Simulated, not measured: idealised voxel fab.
Documented hereafter: the process module known as voxel self aligned contacts.
180 nm wide, 5 nm square cells: that's cross-section cut.
How to read a cross-section here: the picture is a grid of square cells, written as bands going from the top down, and any band can span one or more rows of cells. Each band's line starts with the height of the band's top and of its bottom, in nm. Then come its materials from left to right, each with its width in nm. One material with "everywhere" fills the band from edge to edge. "empty" is empty space. Height datum 0, below which the as-received substrate wafer is one material. Lowest band open at the bottom, running downward: "0 and below". The notation "30..40" denotes a width that varies across the rows of cells in the band, beginning at the first number in the top row, finishing at the second number in the bottom row, and changing by an identical amount from each row to the next. Step marked "left unchanged"? Then no cell in the cross-section changed in it. The entry titled "Sealed internal voids" provides the empty spaces that have no open way to the top, restricted to those of 8 cells or more. Each is presented as width x height at distance, the distance being measured from the left edge, with all three in nm. That trailing text on a step's line, after the settings, is the simulator's own remark on the step. "overlay nm", when on a step's line for a step with a mask, measures how far to the right of its planned place the mask lay; a negative measure means to the left.

**The planned process steps are enumerated hereunder**
1 RECEIVE: material Si
2 CONFORMAL_DEP: material SiO2, thk nm 5
3 DIRECTIONAL_DEP: material polySi, thk nm 20
4 DIRECTIONAL_DEP: material SiN, thk nm 15
5 PATTERN: tone cover, mask id GATE, material resist, width nm 30, pitch nm 60, thk nm 20, overlay nm 0
6 DIRECTIONAL_ETCH: etch materials SiN, depth nm 15
7 DIRECTIONAL_ETCH: etch materials polySi, depth nm 20
8 STRIP: etch materials resist
9 CONFORMAL_DEP: material SiN, thk nm 5
10 DIRECTIONAL_ETCH: etch materials SiN, depth nm 5
11 FILL_DEP: material SiO2, thk nm 15
12 CMP: height nm 50
13 PATTERN: tone open, mask id CONTACT, material resist, width nm 40, thk nm 15, overlay nm 0
14 DIRECTIONAL_ETCH: etch materials SiO2, depth nm 50
15 STRIP: etch materials resist
16 CONFORMAL_DEP: material TiN, thk nm 5
17 FILL_DEP: material Ru, thk nm 10
18 CMP: height nm 50
19 CONFORMAL_DEP: material SiN, thk nm 5

**First out of two wafers; run went to plan**

**Cross-section, incoming material, after step 1**
* 0 and below  Si everywhere
* Sealed internal voids: none

**The wafer in cross-section once step 2 is complete**
* 5 down to 0  SiO2 everywhere
* Under the height 0 nothing was changed.

**The wafer in cross-section once step 3 is complete**
* 25 down to 5  polySi everywhere
* Under the height 5 nothing was changed.

**The wafer in cross-section once step 4 is complete**
* 40 down to 25  SiN everywhere
* Under the height 25 nothing was changed.

**The wafer in cross-section once step 5 is complete**
* 60 down to 40  empty 45 nm | resist 30 nm | empty 30 nm | resist 30 nm | empty 45 nm
* Under the height 40 nothing was changed.

**The wafer in cross-section once step 6 is complete**
* 60 down to 40  empty 45 nm | resist 30 nm | empty 30 nm | resist 30 nm | empty 45 nm
* 40 down to 25  empty 45 nm | SiN 30 nm | empty 30 nm | SiN 30 nm | empty 45 nm
* Under the height 25 nothing was changed.

**The wafer in cross-section once step 7 is complete**
* 60 down to 40  empty 45 nm | resist 30 nm | empty 30 nm | resist 30 nm | empty 45 nm
* 40 down to 25  empty 45 nm | SiN 30 nm | empty 30 nm | SiN 30 nm | empty 45 nm
* 25 down to 5  empty 45 nm | polySi 30 nm | empty 30 nm | polySi 30 nm | empty 45 nm
* Under the height 5 nothing was changed.

**The wafer in cross-section once step 8 is complete**
* 40 down to 25  empty 45 nm | SiN 30 nm | empty 30 nm | SiN 30 nm | empty 45 nm
* Under the height 25 nothing was changed.

**The wafer in cross-section once step 9 is complete**
* 45 down to 25  empty 40 nm | SiN 40 nm | empty 20 nm | SiN 40 nm | empty 40 nm
* 25 down to 10  empty 40 nm | SiN 5 nm | polySi 30 nm | SiN 5 nm | empty 20 nm | SiN 5 nm | polySi 30 nm | SiN 5 nm | empty 40 nm
* 10 down to 5  SiN 45 nm | polySi 30 nm | SiN 30 nm | polySi 30 nm | SiN 45 nm
* Under the height 5 nothing was changed.

**The wafer in cross-section once step 10 is complete**
* 40 down to 25  empty 40 nm | SiN 40 nm | empty 20 nm | SiN 40 nm | empty 40 nm
* 25 down to 5  empty 40 nm | SiN 5 nm | polySi 30 nm | SiN 5 nm | empty 20 nm | SiN 5 nm | polySi 30 nm | SiN 5 nm | empty 40 nm
* Under the height 5 nothing was changed.

**The wafer in cross-section once step 11 is complete**
* 55 down to 40  SiO2 everywhere
* 40 down to 25  SiO2 40 nm | SiN 40 nm | SiO2 20 nm | SiN 40 nm | SiO2 40 nm
* 25 down to 5  SiO2 40 nm | SiN 5 nm | polySi 30 nm | SiN 5 nm | SiO2 20 nm | SiN 5 nm | polySi 30 nm | SiN 5 nm | SiO2 40 nm
* Under the height 5 nothing was changed.

**The wafer in cross-section once step 12 is complete**
* 50 down to 40  SiO2 everywhere
* Under the height 40 nothing was changed.

**The wafer in cross-section once step 13 is complete**
* 65 down to 50  resist 70 nm | empty 40 nm | resist 70 nm
* Under the height 50 nothing was changed.

**The wafer in cross-section once step 14 is complete**
* 65 down to 50  resist 70 nm | empty 40 nm | resist 70 nm
* 50 down to 40  SiO2 70 nm | empty 40 nm | SiO2 70 nm
* 40 down to 25  SiO2 40 nm | SiN 40 nm | empty 20 nm | SiN 40 nm | SiO2 40 nm
* 25 down to 5  SiO2 40 nm | SiN 5 nm | polySi 30 nm | SiN 5 nm | empty 20 nm | SiN 5 nm | polySi 30 nm | SiN 5 nm | SiO2 40 nm
* 5 down to 0  SiO2 80 nm | empty 20 nm | SiO2 80 nm
* Under the height 0 nothing was changed.

**The wafer in cross-section once step 15 is complete**
* 50 down to 40  SiO2 70 nm | empty 40 nm | SiO2 70 nm
* Under the height 40 nothing was changed.

**The wafer in cross-section once step 16 is complete**
* 55 down to 50  TiN 75 nm | empty 30 nm | TiN 75 nm
* 50 down to 40  SiO2 70 nm | TiN 5..15 nm | empty 30..10 nm | TiN 5..15 nm | SiO2 70 nm
* 40 down to 25  SiO2 40 nm | SiN 40 nm | TiN 5 nm | empty 10 nm | TiN 5 nm | SiN 40 nm | SiO2 40 nm
* 25 down to 5  SiO2 40 nm | SiN 5 nm | polySi 30 nm | SiN 5 nm | TiN 5 nm | empty 10 nm | TiN 5 nm | SiN 5 nm | polySi 30 nm | SiN 5 nm | SiO2 40 nm
* 5 down to 0  SiO2 80 nm | TiN 20 nm | SiO2 80 nm
* Under the height 0 nothing was changed.

**The wafer in cross-section once step 17 is complete**
* 65 down to 55  Ru everywhere
* 55 down to 50  TiN 75 nm | Ru 30 nm | TiN 75 nm
* 50 down to 40  SiO2 70 nm | TiN 5..15 nm | Ru 30..10 nm | TiN 5..15 nm | SiO2 70 nm
* 40 down to 25  SiO2 40 nm | SiN 40 nm | TiN 5 nm | Ru 10 nm | TiN 5 nm | SiN 40 nm | SiO2 40 nm
* 25 down to 5  SiO2 40 nm | SiN 5 nm | polySi 30 nm | SiN 5 nm | TiN 5 nm | Ru 10 nm | TiN 5 nm | SiN 5 nm | polySi 30 nm | SiN 5 nm | SiO2 40 nm
* Under the height 5 nothing was changed.

**The wafer in cross-section once step 18 is complete**
* 50 down to 40  SiO2 70 nm | TiN 5..15 nm | Ru 30..10 nm | TiN 5..15 nm | SiO2 70 nm
* Under the height 40 nothing was changed.

**The wafer in cross-section once step 19 is complete**
* 55 down to 50  SiN everywhere
* Under the height 50 nothing was changed.

**Wafer two of two - same starting point, same process plan, one mistake in execution; matches wafer one up to and including step 17**

Second wafer, cut view, end of step 18 per plan: left unchanged

**Second wafer, cut view, end of step 19 per plan**
* 70 down to 65  SiN everywhere
* Under the height 65 nothing was changed.
It is concluded that the wafer was processed incorrectly with respect to the plan, in that step 18 of the plan never got run, it was skipped over
Count the cells at the end and the second wafer has more or fewer of some materials than the first: Ru +78; TiN +30
